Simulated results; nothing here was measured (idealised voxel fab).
Process module in this document: voxel double patterning
The figure presents cross-section cut, which has a width of 240 nm and is divided into square cells with an edge length of 5 nm.
We lay out every cross-section as a grid of square cells and spell it out in bands from the top down, where one band means one or more rows of cells. Top, bottom (nm), then materials left to right with widths (nm); lone material tagged "everywhere" fills the whole band edge to edge; "blank" = empty space. Note: height 0 marks the level under which the wafer is uniformly one material as received. Lowest band unbounded below, written "0..down". So if you see something like "30..40" for the width, read it as the top row of the band sitting at the first number and the bottom row at the second, with every row in between moving by the same amount as the last. When a step is marked "all unchanged", none of the cells in the cross-section changed during that step. If an empty space has no open way to the top and is at least 8 cells in size, "Closed internal cavities" lists it, written width x height at distance, where distance is measured from the left edge and every value is in nm. The remark found on a step's line after its settings is issued by the simulator itself and pertains to that step. overlay nm: for a step with a mask, the amount by which the mask lay right of where it was planned; a negative amount means left of it.

The following list gives the planned process steps:
1: RECEIVE,material Si
2: CONFORMAL_DEP,material SiO2,thk nm 5
3: DIRECTIONAL_DEP,material TiN,thk nm 20
4: DIRECTIONAL_DEP,material SiN,thk nm 10
5: PATTERN,tone open,mask id FIRST,material resist,width nm 15,pitch nm 50,thk nm 15,overlay nm 0
6: DIRECTIONAL_ETCH,etch materials SiN,depth nm 10
7: STRIP,etch materials resist
8: PATTERN,tone open,mask id SECOND,material resist,width nm 15,thk nm 15,overlay nm 0
9: DIRECTIONAL_ETCH,etch materials SiN,depth nm 10
10: STRIP,etch materials resist
11: DIRECTIONAL_ETCH,etch materials TiN,depth nm 20
12: STRIP,etch materials SiN

Wafer at receipt (post step 1), cross-section:
    0..down: Si everywhere
    Closed internal cavities: none

Module complete - cross-section of the first of two wafers, run according to plan:
    25..5: 85 of TiN, 15 of blank, 10 of TiN, 15 of blank, 10 of TiN, 15 of blank, 90 of TiN
    5..0: SiO2 everywhere
    0..down: Si everywhere
    Closed internal cavities: none

second wafer at the end: like start, like plan, one mistake:
    25..5: 85 of TiN, 15 of blank, 10 of TiN, 15 of blank, 10 of TiN, 15 of blank, 90 of TiN
    5..0: TiN everywhere
    0..down: Si everywhere
    Closed internal cavities: none
What broke from the plan during processing? off-plan run, step 2, actual operation and settings CONFORMAL_DEP,material TiN,thk nm 5
Final tally in cells, some materials are higher or lower on the second wafer than on the first: SiO2: 48 fewer | TiN: 48 more
